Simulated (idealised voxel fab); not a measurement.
process module | voxel self aligned vias
cross-section cut | 280 nm wide | cells 5 nm
A cross-section is a grid of square cells, given in bands from the top down. A band is one or more rows of cells.
Each band's line starts with the height of the band's top and of its bottom, in nm. Then come its materials from left to right, each with its width in nm. One material with "throughout" fills the band from edge to edge. "air" is empty space.
Height 0 is the level under which the wafer as received is all one material. The lowest band goes on downwards, as in "0 down".
A width such as "30 to 40" changes by the same amount from each row of cells to the next, from the band's top row to its bottom row.
"no change" after a step means that no cell of the cross-section changed.
closed voids: empty space of 8 cells or more with no open way to the top, each as width x height at its distance from the left edge, in nm
after a step's settings: what the simulator itself notes on the step
overlay nm, on a step with a mask: how far to the right of its planned place the mask lay; to the left if negative
Each pair below shows a cross-section before one step and the cross-section after it, down to the lowest band that changed. The line under each pair gives the step between them, with its settings. The pairs can come from different runs of this module on the same starting wafer, so a pair continues from the pair above only where its "before" says so.
before
  0 down: Si throughout
  closed voids: none
after
  10 to 0: SiO2 throughout
  below 0: unchanged
  closed voids: none
the step between: op CONFORMAL_DEP | material SiO2 | thk nm 10
before: the cross-section after the pair above
after
  15 to 10: SiCN throughout
  below 10: unchanged
  closed voids: none
the step between: op CONFORMAL_DEP | material SiCN | thk nm 5
before: the cross-section after the pair above
after
  40 to 15: lowk throughout
  below 15: unchanged
  closed voids: none
the step between: op DIRECTIONAL_DEP | material lowk | thk nm 25
before: the cross-section after the pair above
after
  55 to 40: aC throughout
  below 40: unchanged
  closed voids: none
the step between: op DIRECTIONAL_DEP | material aC | thk nm 15
before: the cross-section after the pair above
after
  85 to 55: resist 85 | air 30 | resist 45 | air 30 | resist 90
  below 55: unchanged
  closed voids: none
the step between: op PATTERN | tone open | mask id LINES | material resist | width nm 30 | pitch nm 75 | thk nm 30 | overlay nm 0
before: the cross-section after the pair above
after
  70 to 55: resist 85 | air 30 | resist 45 | air 30 | resist 90
  55 to 40: aC 85 | air 30 | aC 45 | air 30 | aC 90
  below 40: unchanged
  closed voids: none
the step between: op DIRECTIONAL_ETCH | etch materials aC | depth nm 15
before: the cross-section after the pair above
after
  55 to 40: aC 85 | air 30 | aC 45 | air 30 | aC 90
  below 40: unchanged
  closed voids: none
the step between: op STRIP | etch materials resist
before: the cross-section after the pair above
after
  55 to 40: aC 85 | air 30 | aC 45 | air 30 | aC 90
  40 to 15: lowk 85 | air 30 | lowk 45 | air 30 | lowk 90
  below 15: unchanged
  closed voids: none
the step between: op DIRECTIONAL_ETCH | etch materials lowk | depth nm 25
before: the cross-section after the pair above
after
  40 to 15: lowk 85 | air 30 | lowk 45 | air 30 | lowk 90
  below 15: unchanged
  closed voids: none
the step between: op STRIP | etch materials aC
before: the cross-section after the pair above
after
  45 to 40: TiN 90 | air 20 | TiN 55 | air 20 | TiN 95
  40 to 20: lowk 85 | TiN 5 | air 20 | TiN 5 | lowk 45 | TiN 5 | air 20 | TiN 5 | lowk 90
  20 to 15: lowk 85 | TiN 30 | lowk 45 | TiN 30 | lowk 90
  below 15: unchanged
  closed voids: none
the step between: op CONFORMAL_DEP | material TiN | thk nm 5
before: the cross-section after the pair above
after
  50 to 45: W throughout
  45 to 40: TiN 90 | W 20 | TiN 55 | W 20 | TiN 95
  40 to 20: lowk 85 | TiN 5 | W 20 | TiN 5 | lowk 45 | TiN 5 | W 20 | TiN 5 | lowk 90
  below 20: unchanged
  closed voids: none
the step between: op FILL_DEP | material W | thk nm 5
before: the cross-section after the pair above
after
  40 to 20: lowk 85 | TiN 5 | W 20 | TiN 5 | lowk 45 | TiN 5 | W 20 | TiN 5 | lowk 90
  below 20: unchanged
  closed voids: none
the step between: op CMP | height nm 40
before: the cross-section after the pair above
after
  40 to 35: lowk 85 | air 30 | lowk 45 | air 30 | lowk 90
  below 35: unchanged
  closed voids: none
the step between: op SELECTIVE_ETCH | etch materials W Ru TiN | depth nm 5
before: the cross-section after the pair above
after
  50 to 40: SiN throughout
  40 to 35: lowk 85 | SiN 30 | lowk 45 | SiN 30 | lowk 90
  below 35: unchanged
  closed voids: none
the step between: op FILL_DEP | material SiN | thk nm 10
before: the cross-section after the pair above
after
  40 to 35: lowk 85 | SiN 30 | lowk 45 | SiN 30 | lowk 90
  below 35: unchanged
  closed voids: none
the step between: op CMP | height nm 40
before: the cross-section after the pair above
after
  55 to 40: lowk throughout
  below 40: unchanged
  closed voids: none
the step between: op DIRECTIONAL_DEP | material lowk | thk nm 15
before: the cross-section after the pair above
after
  70 to 55: aC throughout
  below 55: unchanged
  closed voids: none
the step between: op DIRECTIONAL_DEP | material aC | thk nm 15
before: the cross-section after the pair above
after
  100 to 70: resist 75 | air 50 | resist 155
  below 70: unchanged
  closed voids: none
the step between: op PATTERN | tone open | mask id VIAS | material resist | width nm 50 | thk nm 30 | overlay nm 0
before: the cross-section after the pair above
after
  85 to 70: resist 75 | air 50 | resist 155
  70 to 55: aC 75 | air 50 | aC 155
  below 55: unchanged
  closed voids: none
the step between: op DIRECTIONAL_ETCH | etch materials aC | depth nm 15
before: the cross-section after the pair above
after
  70 to 55: aC 75 | air 50 | aC 155
  below 55: unchanged
  closed voids: none
the step between: op STRIP | etch materials resist
before: the cross-section after the pair above
after
  70 to 55: aC 75 | air 50 | aC 155
  55 to 40: lowk 75 | air 50 | lowk 155
  below 40: unchanged
  closed voids: none
the step between: op DIRECTIONAL_ETCH | etch materials lowk | depth nm 15
before: the cross-section after the pair above
after
  70 to 55: aC 75 | air 50 | aC 155
  55 to 40: lowk 75 | air 50 | lowk 155
  40 to 35: lowk 85 | air 30 | lowk 45 | SiN 30 | lowk 90
  below 35: unchanged
  closed voids: none
the step between: op DIRECTIONAL_ETCH | etch materials SiN | depth nm 5
before: the cross-section after the pair above
after
  55 to 40: lowk 75 | air 50 | lowk 155
  below 40: unchanged
  closed voids: none
the step between: op STRIP | etch materials aC
before: the cross-section after the pair above
after
  60 to 55: TiN 80 | air 40 | TiN 160
  55 to 45: lowk 75 | TiN 5 | air 40 | TiN 5 | lowk 155
  45 to 40: lowk 75 | TiN 15 | air 20 | TiN 15 | lowk 155
  40 to 35: lowk 85 | TiN 30 | lowk 45 | SiN 30 | lowk 90
  below 35: unchanged
  closed voids: none
the step between: op CONFORMAL_DEP | material TiN | thk nm 5
before: the cross-section after the pair above
after
  65 to 60: Ru throughout
  60 to 55: TiN 80 | Ru 40 | TiN 160
  55 to 45: lowk 75 | TiN 5 | Ru 40 | TiN 5 | lowk 155
  45 to 40: lowk 75 | TiN 15 | Ru 20 | TiN 15 | lowk 155
  below 40: unchanged
  closed voids: none
the step between: op FILL_DEP | material Ru | thk nm 5
before: the cross-section after the pair above
after
  55 to 45: lowk 75 | TiN 5 | Ru 40 | TiN 5 | lowk 155
  below 45: unchanged
  closed voids: none
the step between: op CMP | height nm 55
before: the cross-section after the pair above
after
  60 to 55: SiCN throughout
  below 55: unchanged
  closed voids: none
the step between: op CONFORMAL_DEP | material SiCN | thk nm 5
before
  10 to 0: SiO2 throughout
  0 down: Si throughout
  closed voids: none
after
  35 to 10: lowk throughout
  below 10: unchanged
  closed voids: none
the step between: op DIRECTIONAL_DEP | material lowk | thk nm 25
before: the cross-section after the pair above
after
  50 to 35: aC throughout
  below 35: unchanged
  closed voids: none
the step between: op DIRECTIONAL_DEP | material aC | thk nm 15
before: the cross-section after the pair above
after
  80 to 50: resist 85 | air 30 | resist 45 | air 30 | resist 90
  below 50: unchanged
  closed voids: none
the step between: op PATTERN | tone open | mask id LINES | material resist | width nm 30 | pitch nm 75 | thk nm 30 | overlay nm 0
before: the cross-section after the pair above
after
  65 to 50: resist 85 | air 30 | resist 45 | air 30 | resist 90
  50 to 35: aC 85 | air 30 | aC 45 | air 30 | aC 90
  below 35: unchanged
  closed voids: none
the step between: op DIRECTIONAL_ETCH | etch materials aC | depth nm 15
before: the cross-section after the pair above
after
  50 to 35: aC 85 | air 30 | aC 45 | air 30 | aC 90
  below 35: unchanged
  closed voids: none
the step between: op STRIP | etch materials resist
before: the cross-section after the pair above
after
  50 to 35: aC 85 | air 30 | aC 45 | air 30 | aC 90
  35 to 10: lowk 85 | air 30 | lowk 45 | air 30 | lowk 90
  below 10: unchanged
  closed voids: none
the step between: op DIRECTIONAL_ETCH | etch materials lowk | depth nm 25
before: the cross-section after the pair above
after
  35 to 10: lowk 85 | air 30 | lowk 45 | air 30 | lowk 90
  below 10: unchanged
  closed voids: none
the step between: op STRIP | etch materials aC
before: the cross-section after the pair above
after
  40 to 35: TiN 90 | air 20 | TiN 55 | air 20 | TiN 95
  35 to 15: lowk 85 | TiN 5 | air 20 | TiN 5 | lowk 45 | TiN 5 | air 20 | TiN 5 | lowk 90
  15 to 10: lowk 85 | TiN 30 | lowk 45 | TiN 30 | lowk 90
  below 10: unchanged
  closed voids: none
the step between: op CONFORMAL_DEP | material TiN | thk nm 5
before: the cross-section after the pair above
after
  45 to 40: W throughout
  40 to 35: TiN 90 | W 20 | TiN 55 | W 20 | TiN 95
  35 to 15: lowk 85 | TiN 5 | W 20 | TiN 5 | lowk 45 | TiN 5 | W 20 | TiN 5 | lowk 90
  below 15: unchanged
  closed voids: none
the step between: op FILL_DEP | material W | thk nm 5
before: the cross-section after the pair above
after
  40 to 35: TiN 90 | W 20 | TiN 55 | W 20 | TiN 95
  below 35: unchanged
  closed voids: none
the step between: op CMP | height nm 40
before: the cross-section after the pair above
after
  35 to 15: lowk 85 | TiN 5 | W 20 | TiN 5 | lowk 45 | TiN 5 | W 20 | TiN 5 | lowk 90
  below 15: unchanged
  closed voids: none
the step between: op SELECTIVE_ETCH | etch materials W Ru TiN | depth nm 5
before: the cross-section after the pair above
after
  45 to 35: SiN throughout
  below 35: unchanged
  closed voids: none
the step between: op FILL_DEP | material SiN | thk nm 10
before: the cross-section after the pair above
after
  40 to 35: SiN throughout
  below 35: unchanged
  closed voids: none
the step between: op CMP | height nm 40
before: the cross-section after the pair above
after
  55 to 40: lowk throughout
  below 40: unchanged
  closed voids: none
the step between: op DIRECTIONAL_DEP | material lowk | thk nm 15
before: the cross-section after the pair above
after
  70 to 55: aC throughout
  below 55: unchanged
  closed voids: none
the step between: op DIRECTIONAL_DEP | material aC | thk nm 15
before: the cross-section after the pair above
after
  100 to 70: resist 75 | air 50 | resist 155
  below 70: unchanged
  closed voids: none
the step between: op PATTERN | tone open | mask id VIAS | material resist | width nm 50 | thk nm 30 | overlay nm 0
before: the cross-section after the pair above
after
  85 to 70: resist 75 | air 50 | resist 155
  70 to 55: aC 75 | air 50 | aC 155
  below 55: unchanged
  closed voids: none
the step between: op DIRECTIONAL_ETCH | etch materials aC | depth nm 15
before: the cross-section after the pair above
after
  70 to 55: aC 75 | air 50 | aC 155
  below 55: unchanged
  closed voids: none
the step between: op STRIP | etch materials resist
before: the cross-section after the pair above
after
  70 to 55: aC 75 | air 50 | aC 155
  55 to 40: lowk 75 | air 50 | lowk 155
  below 40: unchanged
  closed voids: none
the step between: op DIRECTIONAL_ETCH | etch materials lowk | depth nm 15
before: the cross-section after the pair above
after
  70 to 55: aC 75 | air 50 | aC 155
  55 to 40: lowk 75 | air 50 | lowk 155
  40 to 35: SiN 75 | air 50 | SiN 155
  below 35: unchanged
  closed voids: none
the step between: op DIRECTIONAL_ETCH | etch materials SiN | depth nm 5
before: the cross-section after the pair above
after
  55 to 40: lowk 75 | air 50 | lowk 155
  below 40: unchanged
  closed voids: none
the step between: op STRIP | etch materials aC
before: the cross-section after the pair above
after
  60 to 55: TiN 80 | air 40 | TiN 160
  55 to 40: lowk 75 | TiN 5 | air 40 | TiN 5 | lowk 155
  40 to 35: SiN 75 | TiN 50 | SiN 155
  below 35: unchanged
  closed voids: none
the step between: op CONFORMAL_DEP | material TiN | thk nm 5
before: the cross-section after the pair above
after
  65 to 60: Ru throughout
  60 to 55: TiN 80 | Ru 40 | TiN 160
  55 to 40: lowk 75 | TiN 5 | Ru 40 | TiN 5 | lowk 155
  below 40: unchanged
  closed voids: none
the step between: op FILL_DEP | material Ru | thk nm 5
before: the cross-section after the pair above
after
  55 to 40: lowk 75 | TiN 5 | Ru 40 | TiN 5 | lowk 155
  below 40: unchanged
  closed voids: none
the step between: op CMP | height nm 55
before: the cross-section after the pair above
after
  60 to 55: SiCN throughout
  below 55: unchanged
  closed voids: none
the step between: op CONFORMAL_DEP | material SiCN | thk nm 5
before
  70 to 55: aC 75 | air 50 | aC 155
  55 to 40: lowk 75 | air 50 | lowk 155
  40 to 35: lowk 85 | SiN 30 | lowk 45 | SiN 30 | lowk 90
  35 to 20: lowk 85 | TiN 5 | W 20 | TiN 5 | lowk 45 | TiN 5 | W 20 | TiN 5 | lowk 90
  20 to 15: lowk 85 | TiN 30 | lowk 45 | TiN 30 | lowk 90
  15 to 10: SiCN throughout
  10 to 0: SiO2 throughout
  0 down: Si throughout
  closed voids: none
after
  70 to 55: aC 75 | air 50 | aC 155
  55 to 40: lowk 75 | air 50 | lowk 155
  40 to 35: lowk 75 | air 10 | SiN 30 | air 10 | lowk 35 | SiN 30 | lowk 90
  35 to 25: lowk 75 | air 10 | TiN 5 | W 20 | TiN 5 | air 10 | lowk 35 | TiN 5 | W 20 | TiN 5 | lowk 90
  below 25: unchanged
  closed voids: none
the step between: op DIRECTIONAL_ETCH | etch materials lowk | depth nm 15
before: the cross-section after the pair above
after
  70 to 55: aC 75 | air 50 | aC 155
  55 to 40: lowk 75 | air 50 | lowk 155
  40 to 35: lowk 75 | air 50 | lowk 35 | SiN 30 | lowk 90
  below 35: unchanged
  closed voids: none
the step between: op DIRECTIONAL_ETCH | etch materials SiN | depth nm 5
before: the cross-section after the pair above
after
  55 to 40: lowk 75 | air 50 | lowk 155
  below 40: unchanged
  closed voids: none
the step between: op STRIP | etch materials aC
before: the cross-section after the pair above
after
  60 to 55: TiN 80 | air 40 | TiN 160
  55 to 40: lowk 75 | TiN 5 | air 40 | TiN 5 | lowk 155
  40 to 35: lowk 75 | TiN 50 | lowk 35 | SiN 30 | lowk 90
  35 to 25: lowk 75 | TiN 15 | W 20 | TiN 15 | lowk 35 | TiN 5 | W 20 | TiN 5 | lowk 90
  below 25: unchanged
  closed voids: none
the step between: op CONFORMAL_DEP | material TiN | thk nm 5
before: the cross-section after the pair above
after
  65 to 60: Ru throughout
  60 to 55: TiN 80 | Ru 40 | TiN 160
  55 to 40: lowk 75 | TiN 5 | Ru 40 | TiN 5 | lowk 155
  below 40: unchanged
  closed voids: none
the step between: op FILL_DEP | material Ru | thk nm 5
before: the cross-section after the pair above
after
  55 to 40: lowk 75 | TiN 5 | Ru 40 | TiN 5 | lowk 155
  below 40: unchanged
  closed voids: none
the step between: op CMP | height nm 55
before: the cross-section after the pair above
after
  60 to 55: SiCN throughout
  below 55: unchanged
  closed voids: none
the step between: op CONFORMAL_DEP | material SiCN | thk nm 5
before
  35 to 10: lowk throughout
  10 to 0: SiO2 throughout
  0 down: Si throughout
  closed voids: none
after
  40 to 35: SiCN throughout
  below 35: unchanged
  closed voids: none
the step between: op CONFORMAL_DEP | material SiCN | thk nm 5
before: the cross-section after the pair above
after
  55 to 40: aC throughout
  below 40: unchanged
  closed voids: none
the step between: op DIRECTIONAL_DEP | material aC | thk nm 15
before: the cross-section after the pair above
after
  85 to 55: resist 85 | air 30 | resist 45 | air 30 | resist 90
  below 55: unchanged
  closed voids: none
the step between: op PATTERN | tone open | mask id LINES | material resist | width nm 30 | pitch nm 75 | thk nm 30 | overlay nm 0
before: the cross-section after the pair above
after
  70 to 55: resist 85 | air 30 | resist 45 | air 30 | resist 90
  55 to 40: aC 85 | air 30 | aC 45 | air 30 | aC 90
  below 40: unchanged
  closed voids: none
the step between: op DIRECTIONAL_ETCH | etch materials aC | depth nm 15
before: the cross-section after the pair above
after
  55 to 40: aC 85 | air 30 | aC 45 | air 30 | aC 90
  below 40: unchanged
  closed voids: none
the step between: op STRIP | etch materials resist
before: the cross-section after the pair above
after
  40 to 35: SiCN throughout
  below 35: unchanged
  closed voids: none
the step between: op STRIP | etch materials aC
before: the cross-section after the pair above
after
  45 to 40: TiN throughout
  below 40: unchanged
  closed voids: none
the step between: op CONFORMAL_DEP | material TiN | thk nm 5
before: the cross-section after the pair above
after
  50 to 45: W throughout
  below 45: unchanged
  closed voids: none
the step between: op FILL_DEP | material W | thk nm 5
before: the cross-section after the pair above
after
  40 to 35: SiCN throughout
  below 35: unchanged
  closed voids: none
the step between: op CMP | height nm 40
before: the cross-section after the pair above
after
  50 to 40: SiN throughout
  below 40: unchanged
  closed voids: none
the step between: op FILL_DEP | material SiN | thk nm 10
before: the cross-section after the pair above
after
  40 to 35: SiCN throughout
  below 35: unchanged
  closed voids: none
the step between: op CMP | height nm 40
before: the cross-section after the pair above
after
  55 to 40: lowk throughout
  below 40: unchanged
  closed voids: none
the step between: op DIRECTIONAL_DEP | material lowk | thk nm 15
before: the cross-section after the pair above
after
  70 to 55: aC throughout
  below 55: unchanged
  closed voids: none
the step between: op DIRECTIONAL_DEP | material aC | thk nm 15
before: the cross-section after the pair above
after
  100 to 70: resist 75 | air 50 | resist 155
  below 70: unchanged
  closed voids: none
the step between: op PATTERN | tone open | mask id VIAS | material resist | width nm 50 | thk nm 30 | overlay nm 0
before: the cross-section after the pair above
after
  85 to 70: resist 75 | air 50 | resist 155
  70 to 55: aC 75 | air 50 | aC 155
  below 55: unchanged
  closed voids: none
the step between: op DIRECTIONAL_ETCH | etch materials aC | depth nm 15
before: the cross-section after the pair above
after
  70 to 55: aC 75 | air 50 | aC 155
  below 55: unchanged
  closed voids: none
the step between: op STRIP | etch materials resist
before: the cross-section after the pair above
after
  70 to 55: aC 75 | air 50 | aC 155
  55 to 40: lowk 75 | air 50 | lowk 155
  below 40: unchanged
  closed voids: none
the step between: op DIRECTIONAL_ETCH | etch materials lowk | depth nm 15
before: the cross-section after the pair above
after
  55 to 40: lowk 75 | air 50 | lowk 155
  below 40: unchanged
  closed voids: none
the step between: op STRIP | etch materials aC
before: the cross-section after the pair above
after
  60 to 55: TiN 80 | air 40 | TiN 160
  55 to 45: lowk 75 | TiN 5 | air 40 | TiN 5 | lowk 155
  45 to 40: lowk 75 | TiN 50 | lowk 155
  below 40: unchanged
  closed voids: none
the step between: op CONFORMAL_DEP | material TiN | thk nm 5
before: the cross-section after the pair above
after
  65 to 60: Ru throughout
  60 to 55: TiN 80 | Ru 40 | TiN 160
  55 to 45: lowk 75 | TiN 5 | Ru 40 | TiN 5 | lowk 155
  below 45: unchanged
  closed voids: none
the step between: op FILL_DEP | material Ru | thk nm 5
before: the cross-section after the pair above
after
  55 to 45: lowk 75 | TiN 5 | Ru 40 | TiN 5 | lowk 155
  below 45: unchanged
  closed voids: none
the step between: op CMP | height nm 55
before: the cross-section after the pair above
after
  60 to 55: SiCN throughout
  below 55: unchanged
  closed voids: none
the step between: op CONFORMAL_DEP | material SiCN | thk nm 5
before
  40 to 35: lowk 85 | SiN 30 | lowk 45 | SiN 30 | lowk 90
  35 to 20: lowk 85 | TiN 5 | W 20 | TiN 5 | lowk 45 | TiN 5 | W 20 | TiN 5 | lowk 90
  20 to 15: lowk 85 | TiN 30 | lowk 45 | TiN 30 | lowk 90
  15 to 10: SiCN throughout
  10 to 0: SiO2 throughout
  0 down: Si throughout
  closed voids: none
after
  50 to 40: lowk throughout
  below 40: unchanged
  closed voids: none
the step between: op DIRECTIONAL_DEP | material lowk | thk nm 10
before: the cross-section after the pair above
after
  65 to 50: aC throughout
  below 50: unchanged
  closed voids: none
the step between: op DIRECTIONAL_DEP | material aC | thk nm 15
before: the cross-section after the pair above
after
  95 to 65: resist 75 | air 50 | resist 155
  below 65: unchanged
  closed voids: none
the step between: op PATTERN | tone open | mask id VIAS | material resist | width nm 50 | thk nm 30 | overlay nm 0
before: the cross-section after the pair above
after
  80 to 65: resist 75 | air 50 | resist 155
  65 to 50: aC 75 | air 50 | aC 155
  below 50: unchanged
  closed voids: none
the step between: op DIRECTIONAL_ETCH | etch materials aC | depth nm 15
before: the cross-section after the pair above
after
  65 to 50: aC 75 | air 50 | aC 155
  below 50: unchanged
  closed voids: none
the step between: op STRIP | etch materials resist
before: the cross-section after the pair above
after
  65 to 50: aC 75 | air 50 | aC 155
  50 to 40: lowk 75 | air 50 | lowk 155
  40 to 35: lowk 75 | air 10 | SiN 30 | air 10 | lowk 35 | SiN 30 | lowk 90
  below 35: unchanged
  closed voids: none
the step between: op DIRECTIONAL_ETCH | etch materials lowk | depth nm 15
before: the cross-section after the pair above
after
  65 to 50: aC 75 | air 50 | aC 155
  50 to 40: lowk 75 | air 50 | lowk 155
  40 to 35: lowk 75 | air 50 | lowk 35 | SiN 30 | lowk 90
  below 35: unchanged
  closed voids: none
the step between: op DIRECTIONAL_ETCH | etch materials SiN | depth nm 5
before: the cross-section after the pair above
after
  50 to 40: lowk 75 | air 50 | lowk 155
  below 40: unchanged
  closed voids: none
the step between: op STRIP | etch materials aC
before: the cross-section after the pair above
after
  55 to 50: TiN 80 | air 40 | TiN 160
  50 to 40: lowk 75 | TiN 5 | air 40 | TiN 5 | lowk 155
  40 to 35: lowk 75 | TiN 50 | lowk 35 | SiN 30 | lowk 90
  below 35: unchanged
  closed voids: none
the step between: op CONFORMAL_DEP | material TiN | thk nm 5
before: the cross-section after the pair above
after
  60 to 55: Ru throughout
  55 to 50: TiN 80 | Ru 40 | TiN 160
  50 to 40: lowk 75 | TiN 5 | Ru 40 | TiN 5 | lowk 155
  below 40: unchanged
  closed voids: none
the step between: op FILL_DEP | material Ru | thk nm 5
before: the cross-section after the pair above
after
  55 to 50: TiN 80 | Ru 40 | TiN 160
  below 50: unchanged
  closed voids: none
the step between: op CMP | height nm 55
before: the cross-section after the pair above
after
  60 to 55: SiCN throughout
  below 55: unchanged
  closed voids: none
the step between: op CONFORMAL_DEP | material SiCN | thk nm 5
before
  70 to 55: aC throughout
  55 to 40: lowk throughout
  40 to 35: lowk 85 | SiN 30 | lowk 45 | SiN 30 | lowk 90
  35 to 20: lowk 85 | TiN 5 | W 20 | TiN 5 | lowk 45 | TiN 5 | W 20 | TiN 5 | lowk 90
  20 to 15: lowk 85 | TiN 30 | lowk 45 | TiN 30 | lowk 90
  15 to 10: SiCN throughout
  10 to 0: SiO2 throughout
  0 down: Si throughout
  closed voids: none
after
  100 to 70: resist 75 | air 55 | resist 150
  below 70: unchanged
  closed voids: none
the step between: op PATTERN | tone open | mask id VIAS | material resist | width nm 55 | thk nm 30 | overlay nm 0
before: the cross-section after the pair above
after
  85 to 70: resist 75 | air 55 | resist 150
  70 to 55: aC 75 | air 55 | aC 150
  below 55: unchanged
  closed voids: none
the step between: op DIRECTIONAL_ETCH | etch materials aC | depth nm 15
before: the cross-section after the pair above
after
  70 to 55: aC 75 | air 55 | aC 150
  below 55: unchanged
  closed voids: none
the step between: op STRIP | etch materials resist
before: the cross-section after the pair above
after
  70 to 55: aC 75 | air 55 | aC 150
  55 to 40: lowk 75 | air 55 | lowk 150
  below 40: unchanged
  closed voids: none
the step between: op DIRECTIONAL_ETCH | etch materials lowk | depth nm 15
before: the cross-section after the pair above
after
  70 to 55: aC 75 | air 55 | aC 150
  55 to 40: lowk 75 | air 55 | lowk 150
  40 to 35: lowk 85 | air 30 | lowk 45 | SiN 30 | lowk 90
  below 35: unchanged
  closed voids: none
the step between: op DIRECTIONAL_ETCH | etch materials SiN | depth nm 5
before: the cross-section after the pair above
after
  55 to 40: lowk 75 | air 55 | lowk 150
  below 40: unchanged
  closed voids: none
the step between: op STRIP | etch materials aC
before: the cross-section after the pair above
after
  60 to 55: TiN 80 | air 45 | TiN 155
  55 to 45: lowk 75 | TiN 5 | air 45 | TiN 5 | lowk 150
  45 to 40: lowk 75 | TiN 15 | air 20 | TiN 20 | lowk 150
  40 to 35: lowk 85 | TiN 30 | lowk 45 | SiN 30 | lowk 90
  below 35: unchanged
  closed voids: none
the step between: op CONFORMAL_DEP | material TiN | thk nm 5
before: the cross-section after the pair above
after
  65 to 60: Ru throughout
  60 to 55: TiN 80 | Ru 45 | TiN 155
  55 to 45: lowk 75 | TiN 5 | Ru 45 | TiN 5 | lowk 150
  45 to 40: lowk 75 | TiN 15 | Ru 20 | TiN 20 | lowk 150
  below 40: unchanged
  closed voids: none
the step between: op FILL_DEP | material Ru | thk nm 5
before: the cross-section after the pair above
after
  55 to 45: lowk 75 | TiN 5 | Ru 45 | TiN 5 | lowk 150
  below 45: unchanged
  closed voids: none
the step between: op CMP | height nm 55
before: the cross-section after the pair above
after
  60 to 55: SiCN throughout
  below 55: unchanged
  closed voids: none
the step between: op CONFORMAL_DEP | material SiCN | thk nm 5
before
  70 to 55: aC throughout
  55 to 40: lowk throughout
  40 to 35: lowk 85 | SiN 30 | lowk 45 | SiN 30 | lowk 90
  35 to 20: lowk 85 | TiN 5 | W 20 | TiN 5 | lowk 45 | TiN 5 | W 20 | TiN 5 | lowk 90
  20 to 15: lowk 85 | TiN 30 | lowk 45 | TiN 30 | lowk 90
  15 to 10: SiCN throughout
  10 to 0: SiO2 throughout
  0 down: Si throughout
  closed voids: none
after
  100 to 70: resist 80 | air 50 | resist 150
  below 70: unchanged
  closed voids: none
the step between: op PATTERN | tone open | mask id VIAS | material resist | width nm 50 | thk nm 30 | overlay nm 5
before: the cross-section after the pair above
after
  85 to 70: resist 80 | air 50 | resist 150
  70 to 55: aC 80 | air 50 | aC 150
  below 55: unchanged
  closed voids: none
the step between: op DIRECTIONAL_ETCH | etch materials aC | depth nm 15
before: the cross-section after the pair above
after
  70 to 55: aC 80 | air 50 | aC 150
  below 55: unchanged
  closed voids: none
the step between: op STRIP | etch materials resist
before: the cross-section after the pair above
after
  70 to 55: aC 80 | air 50 | aC 150
  55 to 40: lowk 80 | air 50 | lowk 150
  below 40: unchanged
  closed voids: none
the step between: op DIRECTIONAL_ETCH | etch materials lowk | depth nm 15
before: the cross-section after the pair above
after
  70 to 55: aC 80 | air 50 | aC 150
  55 to 40: lowk 80 | air 50 | lowk 150
  40 to 35: lowk 85 | air 30 | lowk 45 | SiN 30 | lowk 90
  below 35: unchanged
  closed voids: none
the step between: op DIRECTIONAL_ETCH | etch materials SiN | depth nm 5
before: the cross-section after the pair above
after
  55 to 40: lowk 80 | air 50 | lowk 150
  below 40: unchanged
  closed voids: none
the step between: op STRIP | etch materials aC
before: the cross-section after the pair above
after
  60 to 55: TiN 85 | air 40 | TiN 155
  55 to 45: lowk 80 | TiN 5 | air 40 | TiN 5 | lowk 150
  45 to 40: lowk 80 | TiN 10 | air 20 | TiN 20 | lowk 150
  40 to 35: lowk 85 | TiN 30 | lowk 45 | SiN 30 | lowk 90
  below 35: unchanged
  closed voids: none
the step between: op CONFORMAL_DEP | material TiN | thk nm 5
before: the cross-section after the pair above
after
  65 to 60: Ru throughout
  60 to 55: TiN 85 | Ru 40 | TiN 155
  55 to 45: lowk 80 | TiN 5 | Ru 40 | TiN 5 | lowk 150
  45 to 40: lowk 80 | TiN 10 | Ru 20 | TiN 20 | lowk 150
  below 40: unchanged
  closed voids: none
the step between: op FILL_DEP | material Ru | thk nm 5
before: the cross-section after the pair above
after
  55 to 45: lowk 80 | TiN 5 | Ru 40 | TiN 5 | lowk 150
  below 45: unchanged
  closed voids: none
the step between: op CMP | height nm 55
before: the cross-section after the pair above
after
  60 to 55: SiCN throughout
  below 55: unchanged
  closed voids: none
the step between: op CONFORMAL_DEP | material SiCN | thk nm 5
before
  40 to 35: lowk 85 | SiN 30 | lowk 45 | SiN 30 | lowk 90
  35 to 20: lowk 85 | TiN 5 | W 20 | TiN 5 | lowk 45 | TiN 5 | W 20 | TiN 5 | lowk 90
  20 to 15: lowk 85 | TiN 30 | lowk 45 | TiN 30 | lowk 90
  15 to 10: SiCN throughout
  10 to 0: SiO2 throughout
  0 down: Si throughout
  closed voids: none
after
  55 to 40: SiO2 throughout
  below 40: unchanged
  closed voids: none
the step between: op DIRECTIONAL_DEP | material SiO2 | thk nm 15
before: the cross-section after the pair above
after
  70 to 55: aC throughout
  below 55: unchanged
  closed voids: none
the step between: op DIRECTIONAL_DEP | material aC | thk nm 15
before: the cross-section after the pair above
after
  100 to 70: resist 75 | air 50 | resist 155
  below 70: unchanged
  closed voids: none
the step between: op PATTERN | tone open | mask id VIAS | material resist | width nm 50 | thk nm 30 | overlay nm 0
before: the cross-section after the pair above
after
  85 to 70: resist 75 | air 50 | resist 155
  70 to 55: aC 75 | air 50 | aC 155
  below 55: unchanged
  closed voids: none
the step between: op DIRECTIONAL_ETCH | etch materials aC | depth nm 15
before: the cross-section after the pair above
after
  70 to 55: aC 75 | air 50 | aC 155
  below 55: unchanged
  closed voids: none
the step between: op STRIP | etch materials resist
before: the cross-section after the pair above
after
  55 to 40: SiO2 throughout
  below 40: unchanged
  closed voids: none
the step between: op STRIP | etch materials aC
before: the cross-section after the pair above
after
  60 to 55: TiN throughout
  below 55: unchanged
  closed voids: none
the step between: op CONFORMAL_DEP | material TiN | thk nm 5
before: the cross-section after the pair above
after
  65 to 60: Ru throughout
  below 60: unchanged
  closed voids: none
the step between: op FILL_DEP | material Ru | thk nm 5
before: the cross-section after the pair above
after
  55 to 40: SiO2 throughout
  below 40: unchanged
  closed voids: none
the step between: op CMP | height nm 55
before: the cross-section after the pair above
after
  60 to 55: SiCN throughout
  below 55: unchanged
  closed voids: none
the step between: op CONFORMAL_DEP | material SiCN | thk nm 5
before
  55 to 40: aC throughout
  40 to 15: lowk throughout
  15 to 10: SiCN throughout
  10 to 0: SiO2 throughout
  0 down: Si throughout
  closed voids: none
after
  85 to 55: air 85 | resist 30 | air 45 | resist 30 | air 90
  below 55: unchanged
  closed voids: none
the step between: op PATTERN | tone cover | mask id LINES | material resist | width nm 30 | pitch nm 75 | thk nm 30 | overlay nm 0
before: the cross-section after the pair above
after
  70 to 55: air 85 | resist 30 | air 45 | resist 30 | air 90
  55 to 40: air 85 | aC 30 | air 45 | aC 30 | air 90
  below 40: unchanged
  closed voids: none
the step between: op DIRECTIONAL_ETCH | etch materials aC | depth nm 15
before: the cross-section after the pair above
after
  55 to 40: air 85 | aC 30 | air 45 | aC 30 | air 90
  below 40: unchanged
  closed voids: none
the step between: op STRIP | etch materials resist
